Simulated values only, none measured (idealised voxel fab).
The name of this process module is voxel wiring stack.
The figure presents cross-section cut, which has a width of 210 nm and is divided into square cells with an edge length of 5 nm.
When this document writes out a cross-section, it uses a grid of square cells and lists it as bands, beginning at the top and moving down, with a band standing for one or more rows of cells.
Basically the band line says how high the top is and how high the bottom is, in nm, and then what's in it from left to right, every material with its width in nm. Empty space shows up as "empty", and if a single material carries "edge to edge" it runs the full band edge to edge.
The level at which height equals 0 is the one under which the wafer, as it arrives, is entirely one material. No lower edge exists for the bottom band, which continues downward and is notated as in "0 and below".
When a width is written as two numbers, as in "30->40", the first number is the width in the top row of cells of the band and the second is the width in its bottom row, and the width changes by the same amount from each row to the next.
A step reported as "identical to before" is a step in which no cell of the cross-section changed.
Closed-off voids of 8+ cells (no open route to the top) go in "Enclosed void listing", written width x height at distance from the left edge, in nm.
Note: text after step settings on the step line = simulator remark on that step.
"overlay nm" answers the question of how far to the right of plan the mask lay on a step that has a mask, and when it is negative the answer is to the left.
[The following list gives the planned process steps]
1: RECEIVE,material Si
2: CONFORMAL_DEP,material SiO2,thk nm 10
3: CONFORMAL_DEP,material SiN,thk nm 5
4: DIRECTIONAL_DEP,material lowk,thk nm 25
5: DIRECTIONAL_DEP,material aC,thk nm 15
6: PATTERN,tone open,mask id METAL_1,material resist,width nm 30,pitch nm 45,thk nm 30,overlay nm 0
7: DIRECTIONAL_ETCH,etch materials aC,depth nm 15
8: STRIP,etch materials resist
9: DIRECTIONAL_ETCH,etch materials lowk,depth nm 25
10: DIRECTIONAL_ETCH,etch materials SiN,depth nm 5
11: STRIP,etch materials aC
12: CONFORMAL_DEP,material TiN,thk nm 5
13: FILL_DEP,material Cu,thk nm 5
14: CMP,height nm 40
15: CONFORMAL_DEP,material SiCN,thk nm 5
16: DIRECTIONAL_DEP,material lowk,thk nm 35
17: DIRECTIONAL_DEP,material aC,thk nm 15
18: PATTERN,tone open,mask id METAL_2_HOLES,material resist,width nm 15,thk nm 35,overlay nm 0
19: DIRECTIONAL_ETCH,etch materials aC,depth nm 15
20: STRIP,etch materials resist
21: DIRECTIONAL_ETCH,etch materials lowk,depth nm 35
22: STRIP,etch materials aC
23: DIRECTIONAL_DEP,material aC,thk nm 15
24: PATTERN,tone open,mask id METAL_2,material resist,width nm 20,pitch nm 45,thk nm 30,overlay nm 0
25: DIRECTIONAL_ETCH,etch materials aC,depth nm 15
26: STRIP,etch materials resist
27: DIRECTIONAL_ETCH,etch materials lowk,depth nm 20
28: DIRECTIONAL_ETCH,etch materials SiCN,depth nm 5
29: STRIP,etch materials aC
30: CONFORMAL_DEP,material TiN,thk nm 5
31: FILL_DEP,material Cu,thk nm 5
32: CMP,height nm 80
33: CONFORMAL_DEP,material SiCN,thk nm 5
34: DIRECTIONAL_DEP,material SiO2,thk nm 15
35: MASKED_ETCH,tone open,mask id PLUG_2,width nm 15,etch materials SiO2,depth nm 15,overlay nm 0
36: MASKED_ETCH,tone open,mask id PLUG_2,width nm 15,etch materials SiCN,depth nm 5,overlay nm 0
37: EPI,material Ru,thk nm 10
38: EPI,material Ru,thk nm 10
39: CONFORMAL_DEP,material SiN,thk nm 5
40: DIRECTIONAL_DEP,material lowk,thk nm 20
41: PATTERN,tone open,mask id METAL_3,material resist,width nm 30,pitch nm 45,thk nm 20,overlay nm 0
42: DIRECTIONAL_ETCH,etch materials lowk,depth nm 20
43: DIRECTIONAL_ETCH,etch materials SiN,depth nm 5
44: STRIP,etch materials resist
45: CONFORMAL_DEP,material TiN,thk nm 5
46: FILL_DEP,material W,thk nm 5
47: CMP,height nm 125
48: CONFORMAL_DEP,material SiCN,thk nm 5
Split variable: width nm, step 24. Plan value = first wafer. Wafers start alike.
[As received, i.e. after step 1: cross-section through the first of several wafers]
> 0 and below  Si edge to edge
> Enclosed void listing: none
[Here is how to read the rows: every wafer has a row, and it shows the wafer at the end of the module, giving for each material how many cells were gained (+) or lost (-) since the wafer was received, then listing its closed voids]
width nm 20; +58 Cu; +12 Ru; +121 SiCN; +60 SiN; +201 SiO2; +89 TiN; +32 W; +519 lowk; Enclosed void listing: none
width nm 25; +64 Cu; +12 Ru; +121 SiCN; +60 SiN; +201 SiO2; +91 TiN; +32 W; +511 lowk; Enclosed void listing: none
width nm 30; +68 Cu; +12 Ru; +120 SiCN; +60 SiN; +201 SiO2; +92 TiN; +32 W; +507 lowk; Enclosed void listing: none
